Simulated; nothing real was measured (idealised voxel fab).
Module name: voxel capacitor over wiring (process module)
Square cell edge 5 nm, section width 180 nm, ID cut.
How to read a cross-section here: the picture is a grid of square cells, written as bands going from the top down, and any band can span one or more rows of cells. Within each band entry, the heights of the top and of the bottom of the band appear first, in that order and in nm; the materials of the band then follow from left to right, each with its corresponding width in nm. The designation "edge to edge" on a single material indicates that it fills the band from edge to edge; the designation "air" indicates empty space. Heights are reckoned from 0. Under this level, the received wafer is all of one material. The bottommost band is open-ended downward, for example "0 -> down". Read "30..40" as a graded width: first number on top, second number at the bottom, same change between each pair of neighbouring rows. Given "no alterations made" for a step, no cell of the cross-section differs between before and after that step. Closed empty spaces (no open way to the top) of 8 cells or more are what "Enclosed void entries" lists, each as width x height at distance from the left edge, nm for all three. What comes after the settings on a step's line is commentary from the simulator itself on that step. On any step carrying a mask, the "overlay nm" setting, if present on the step's line, tells how far right of its planned place the mask lay; negative values point to the left.

THE PLANNED PROCESS STEPS ARE ENUMERATED HEREUNDER
- 1: RECEIVE | material Si
- 2: CONFORMAL_DEP | material SiO2 | thk nm 10
- 3: DIRECTIONAL_DEP | material TiN | thk nm 5
- 4: DIRECTIONAL_DEP | material Ru | thk nm 20
- 5: MASKED_ETCH | tone cover | mask id METAL_1 | width nm 20 | pitch nm 75 | etch materials Ru | depth nm 20 | overlay nm 0
- 6: MASKED_ETCH | tone cover | mask id METAL_1 | width nm 20 | pitch nm 75 | etch materials TiN | depth nm 5 | overlay nm 0
- 7: CONFORMAL_DEP | material SiN | thk nm 5
- 8: FILL_DEP | material SiO2 | thk nm 10
- 9: CMP | height nm 35
- 10: CONFORMAL_DEP | material SiCN | thk nm 5
- 11: DIRECTIONAL_DEP | material lowk | thk nm 10
- 12: PATTERN | tone open | mask id PLUG_1 | material resist | width nm 15 | thk nm 15 | overlay nm 0
- 13: DIRECTIONAL_ETCH | etch materials lowk | depth nm 10
- 14: DIRECTIONAL_ETCH | etch materials SiCN | depth nm 5
- 15: STRIP | etch materials resist
- 16: CONFORMAL_DEP | material TiN | thk nm 5
- 17: FILL_DEP | material W | thk nm 10
- 18: CMP | height nm 50
- 19: DIRECTIONAL_DEP | material TiN | thk nm 5
- 20: DIRECTIONAL_DEP | material SiN | thk nm 5
- 21: DIRECTIONAL_DEP | material TiN | thk nm 10
- 22: PATTERN | tone cover | mask id UPPER_PLATE | material resist | width nm 60 | thk nm 15 | overlay nm 0
- 23: DIRECTIONAL_ETCH | etch materials TiN | depth nm 10
- 24: DIRECTIONAL_ETCH | etch materials SiN | depth nm 5
- 25: STRIP | etch materials resist
- 26: PATTERN | tone cover | mask id LOWER_PLATE | material resist | width nm 70 | thk nm 15 | overlay nm 0
- 27: DIRECTIONAL_ETCH | etch materials TiN | depth nm 5
- 28: STRIP | etch materials resist
- 29: FILL_DEP | material SiO2 | thk nm 15
- 30: CMP | height nm 80
- 31: PATTERN | tone open | mask id PLUG_2 | material resist | width nm 15 | thk nm 15 | overlay nm 0
- 32: DIRECTIONAL_ETCH | etch materials SiO2 | depth nm 10
- 33: STRIP | etch materials resist
- 34: CONFORMAL_DEP | material TiN | thk nm 5
- 35: FILL_DEP | material Ru | thk nm 10
- 36: CMP | height nm 80
- 37: CONFORMAL_DEP | material SiCN | thk nm 5

OF TWO WAFERS, THE FIRST: RUN ACCORDING TO PLAN

CROSS-SECTION OF THE INCOMING WAFER, STATE AFTER STEP 1
- 0 -> down = Si edge to edge
- Enclosed void entries: none

STEP 2 COMPLETE: CROSS-SECTION THROUGH THE WAFER
- 10 -> 0 = SiO2 edge to edge
- Heights below 0 show no change.

STEP 3 COMPLETE: CROSS-SECTION THROUGH THE WAFER
- 15 -> 10 = TiN edge to edge
- Heights below 10 show no change.

STEP 4 COMPLETE: CROSS-SECTION THROUGH THE WAFER
- 35 -> 15 = Ru edge to edge
- Heights below 15 show no change.

STEP 5 COMPLETE: CROSS-SECTION THROUGH THE WAFER
- 35 -> 15 = air=40 | Ru=20 | air=55 | Ru=20 | air=45
- Heights below 15 show no change.

STEP 6 COMPLETE: CROSS-SECTION THROUGH THE WAFER
- 35 -> 15 = air=40 | Ru=20 | air=55 | Ru=20 | air=45
- 15 -> 10 = air=40 | TiN=20 | air=55 | TiN=20 | air=45
- Heights below 10 show no change.

STEP 7 COMPLETE: CROSS-SECTION THROUGH THE WAFER
- 40 -> 35 = air=35 | SiN=30 | air=45 | SiN=30 | air=40
- 35 -> 15 = air=35 | SiN=5 | Ru=20 | SiN=5 | air=45 | SiN=5 | Ru=20 | SiN=5 | air=40
- 15 -> 10 = SiN=40 | TiN=20 | SiN=55 | TiN=20 | SiN=45
- Heights below 10 show no change.

STEP 8 COMPLETE: CROSS-SECTION THROUGH THE WAFER
- 50 -> 40 = SiO2 edge to edge
- 40 -> 35 = SiO2=35 | SiN=30 | SiO2=45 | SiN=30 | SiO2=40
- 35 -> 15 = SiO2=35 | SiN=5 | Ru=20 | SiN=5 | SiO2=45 | SiN=5 | Ru=20 | SiN=5 | SiO2=40
- Heights below 15 show no change.

STEP 9 COMPLETE: CROSS-SECTION THROUGH THE WAFER
- 35 -> 15 = SiO2=35 | SiN=5 | Ru=20 | SiN=5 | SiO2=45 | SiN=5 | Ru=20 | SiN=5 | SiO2=40
- Heights below 15 show no change.

STEP 10 COMPLETE: CROSS-SECTION THROUGH THE WAFER
- 40 -> 35 = SiCN edge to edge
- Heights below 35 show no change.

STEP 11 COMPLETE: CROSS-SECTION THROUGH THE WAFER
- 50 -> 40 = lowk edge to edge
- Heights below 40 show no change.

STEP 12 COMPLETE: CROSS-SECTION THROUGH THE WAFER
- 65 -> 50 = resist=45 | air=15 | resist=120
- Heights below 50 show no change.

STEP 13 COMPLETE: CROSS-SECTION THROUGH THE WAFER
- 65 -> 50 = resist=45 | air=15 | resist=120
- 50 -> 40 = lowk=45 | air=15 | lowk=120
- Heights below 40 show no change.

STEP 14 COMPLETE: CROSS-SECTION THROUGH THE WAFER
- 65 -> 50 = resist=45 | air=15 | resist=120
- 50 -> 40 = lowk=45 | air=15 | lowk=120
- 40 -> 35 = SiCN=45 | air=15 | SiCN=120
- Heights below 35 show no change.

STEP 15 COMPLETE: CROSS-SECTION THROUGH THE WAFER
- 50 -> 40 = lowk=45 | air=15 | lowk=120
- Heights below 40 show no change.

STEP 16 COMPLETE: CROSS-SECTION THROUGH THE WAFER
- 55 -> 50 = TiN=50 | air=5 | TiN=125
- 50 -> 40 = lowk=45 | TiN=5 | air=5 | TiN=5 | lowk=120
- 40 -> 35 = SiCN=45 | TiN=15 | SiCN=120
- Heights below 35 show no change.

STEP 17 COMPLETE: CROSS-SECTION THROUGH THE WAFER
- 65 -> 55 = W edge to edge
- 55 -> 50 = TiN=50 | W=5 | TiN=125
- 50 -> 40 = lowk=45 | TiN=5 | W=5 | TiN=5 | lowk=120
- Heights below 40 show no change.

STEP 18 COMPLETE: CROSS-SECTION THROUGH THE WAFER
- 50 -> 40 = lowk=45 | TiN=5 | W=5 | TiN=5 | lowk=120
- Heights below 40 show no change.

STEP 19 COMPLETE: CROSS-SECTION THROUGH THE WAFER
- 55 -> 50 = TiN edge to edge
- Heights below 50 show no change.

STEP 20 COMPLETE: CROSS-SECTION THROUGH THE WAFER
- 60 -> 55 = SiN edge to edge
- Heights below 55 show no change.

STEP 21 COMPLETE: CROSS-SECTION THROUGH THE WAFER
- 70 -> 60 = TiN edge to edge
- Heights below 60 show no change.

STEP 22 COMPLETE: CROSS-SECTION THROUGH THE WAFER
- 85 -> 70 = air=45 | resist=60 | air=75
- Heights below 70 show no change.

STEP 23 COMPLETE: CROSS-SECTION THROUGH THE WAFER
- 85 -> 70 = air=45 | resist=60 | air=75
- 70 -> 60 = air=45 | TiN=60 | air=75
- Heights below 60 show no change.

STEP 24 COMPLETE: CROSS-SECTION THROUGH THE WAFER
- 85 -> 70 = air=45 | resist=60 | air=75
- 70 -> 60 = air=45 | TiN=60 | air=75
- 60 -> 55 = air=45 | SiN=60 | air=75
- Heights below 55 show no change.

STEP 25 COMPLETE: CROSS-SECTION THROUGH THE WAFER
- 70 -> 60 = air=45 | TiN=60 | air=75
- Heights below 60 show no change.

STEP 26 COMPLETE: CROSS-SECTION THROUGH THE WAFER
- 85 -> 70 = air=40 | resist=70 | air=70
- 70 -> 60 = air=40 | resist=5 | TiN=60 | resist=5 | air=70
- 60 -> 55 = air=40 | resist=5 | SiN=60 | resist=5 | air=70
- Heights below 55 show no change.

STEP 27 COMPLETE: CROSS-SECTION THROUGH THE WAFER
- 85 -> 70 = air=40 | resist=70 | air=70
- 70 -> 60 = air=40 | resist=5 | TiN=60 | resist=5 | air=70
- 60 -> 55 = air=40 | resist=5 | SiN=60 | resist=5 | air=70
- 55 -> 50 = air=40 | TiN=70 | air=70
- Heights below 50 show no change.

STEP 28 COMPLETE: CROSS-SECTION THROUGH THE WAFER
- 70 -> 60 = air=45 | TiN=60 | air=75
- 60 -> 55 = air=45 | SiN=60 | air=75
- Heights below 55 show no change.

STEP 29 COMPLETE: CROSS-SECTION THROUGH THE WAFER
- 85 -> 70 = SiO2 edge to edge
- 70 -> 60 = SiO2=45 | TiN=60 | SiO2=75
- 60 -> 55 = SiO2=45 | SiN=60 | SiO2=75
- 55 -> 50 = SiO2=40 | TiN=70 | SiO2=70
- Heights below 50 show no change.

STEP 30 COMPLETE: CROSS-SECTION THROUGH THE WAFER
- 80 -> 70 = SiO2 edge to edge
- Heights below 70 show no change.

STEP 31 COMPLETE: CROSS-SECTION THROUGH THE WAFER
- 95 -> 80 = resist=55 | air=15 | resist=110
- Heights below 80 show no change.

STEP 32 COMPLETE: CROSS-SECTION THROUGH THE WAFER
- 95 -> 80 = resist=55 | air=15 | resist=110
- 80 -> 70 = SiO2=55 | air=15 | SiO2=110
- Heights below 70 show no change.

STEP 33 COMPLETE: CROSS-SECTION THROUGH THE WAFER
- 80 -> 70 = SiO2=55 | air=15 | SiO2=110
- Heights below 70 show no change.

STEP 34 COMPLETE: CROSS-SECTION THROUGH THE WAFER
- 85 -> 80 = TiN=60 | air=5 | TiN=115
- 80 -> 75 = SiO2=55 | TiN=5 | air=5 | TiN=5 | SiO2=110
- 75 -> 70 = SiO2=55 | TiN=15 | SiO2=110
- Heights below 70 show no change.

STEP 35 COMPLETE: CROSS-SECTION THROUGH THE WAFER
- 95 -> 85 = Ru edge to edge
- 85 -> 80 = TiN=60 | Ru=5 | TiN=115
- 80 -> 75 = SiO2=55 | TiN=5 | Ru=5 | TiN=5 | SiO2=110
- Heights below 75 show no change.

STEP 36 COMPLETE: CROSS-SECTION THROUGH THE WAFER
- 80 -> 75 = SiO2=55 | TiN=5 | Ru=5 | TiN=5 | SiO2=110
- Heights below 75 show no change.

STEP 37 COMPLETE: CROSS-SECTION THROUGH THE WAFER
- 85 -> 80 = SiCN edge to edge
- Heights below 80 show no change.

SECOND WAFER, SAME STARTING CONDITIONS AND RECIPE AS THE FIRST, ONE MISTAKE IN EXECUTING IT, NOTHING DIFFERS FROM THE FIRST UP TO AND INCLUDING STEP 25

THE SECOND WAFER CUT THROUGH, AT THE TIME STEP 26 WAS SUPPOSED TO BE FINISHED
- 85 -> 70 = air=30 | resist=70 | air=80
- 70 -> 60 = air=30 | resist=15 | TiN=60 | air=75
- 60 -> 55 = air=30 | resist=15 | SiN=60 | air=75
- Heights below 55 show no change.

THE SECOND WAFER CUT THROUGH, AT THE TIME STEP 27 WAS SUPPOSED TO BE FINISHED
- 85 -> 70 = air=30 | resist=70 | air=80
- 70 -> 60 = air=30 | resist=15 | TiN=55..60 | air=80..75
- 60 -> 55 = air=30 | resist=15 | SiN=60 | air=75
- 55 -> 50 = air=30 | TiN=75 | air=75
- Heights below 50 show no change.

THE SECOND WAFER CUT THROUGH, AT THE TIME STEP 28 WAS SUPPOSED TO BE FINISHED
- 70 -> 60 = air=45 | TiN=55..60 | air=80..75
- 60 -> 55 = air=45 | SiN=60 | air=75
- Heights below 55 show no change.

THE SECOND WAFER CUT THROUGH, AT THE TIME STEP 29 WAS SUPPOSED TO BE FINISHED
- 85 -> 70 = SiO2 edge to edge
- 70 -> 60 = SiO2=45 | TiN=55..60 | SiO2=80..75
- 60 -> 55 = SiO2=45 | SiN=60 | SiO2=75
- 55 -> 50 = SiO2=30 | TiN=75 | SiO2=75
- Heights below 50 show no change.

THE SECOND WAFER CUT THROUGH, AT THE TIME STEP 30 WAS SUPPOSED TO BE FINISHED
- 80 -> 70 = SiO2 edge to edge
- Heights below 70 show no change.

THE SECOND WAFER CUT THROUGH, AT THE TIME STEP 31 WAS SUPPOSED TO BE FINISHED
- 95 -> 80 = resist=55 | air=15 | resist=110
- Heights below 80 show no change.

THE SECOND WAFER CUT THROUGH, AT THE TIME STEP 32 WAS SUPPOSED TO BE FINISHED
- 95 -> 80 = resist=55 | air=15 | resist=110
- 80 -> 70 = SiO2=55 | air=15 | SiO2=110
- Heights below 70 show no change.

THE SECOND WAFER CUT THROUGH, AT THE TIME STEP 33 WAS SUPPOSED TO BE FINISHED
- 80 -> 70 = SiO2=55 | air=15 | SiO2=110
- Heights below 70 show no change.

THE SECOND WAFER CUT THROUGH, AT THE TIME STEP 34 WAS SUPPOSED TO BE FINISHED
- 85 -> 80 = TiN=60 | air=5 | TiN=115
- 80 -> 75 = SiO2=55 | TiN=5 | air=5 | TiN=5 | SiO2=110
- 75 -> 65 = SiO2=55..45 | TiN=15..55 | SiO2=110..80
- Heights below 65 show no change.

THE SECOND WAFER CUT THROUGH, AT THE TIME STEP 35 WAS SUPPOSED TO BE FINISHED
- 95 -> 85 = Ru edge to edge
- 85 -> 80 = TiN=60 | Ru=5 | TiN=115
- 80 -> 75 = SiO2=55 | TiN=5 | Ru=5 | TiN=5 | SiO2=110
- Heights below 75 show no change.

THE SECOND WAFER CUT THROUGH, AT THE TIME STEP 36 WAS SUPPOSED TO BE FINISHED
- 80 -> 75 = SiO2=55 | TiN=5 | Ru=5 | TiN=5 | SiO2=110
- Heights below 75 show no change.

THE SECOND WAFER CUT THROUGH, AT THE TIME STEP 37 WAS SUPPOSED TO BE FINISHED
- 85 -> 80 = SiCN edge to edge
- Heights below 80 show no change.
What was done differently from what was planned? step 26 ran differently from the plan; actual operation with settings: PATTERN | tone cover | mask id LOWER_PLATE | material resist | width nm 70 | thk nm 15 | overlay nm -10
Matching per-material cell counts, mismatched positions: that is how the second wafer compares with the first at the end.
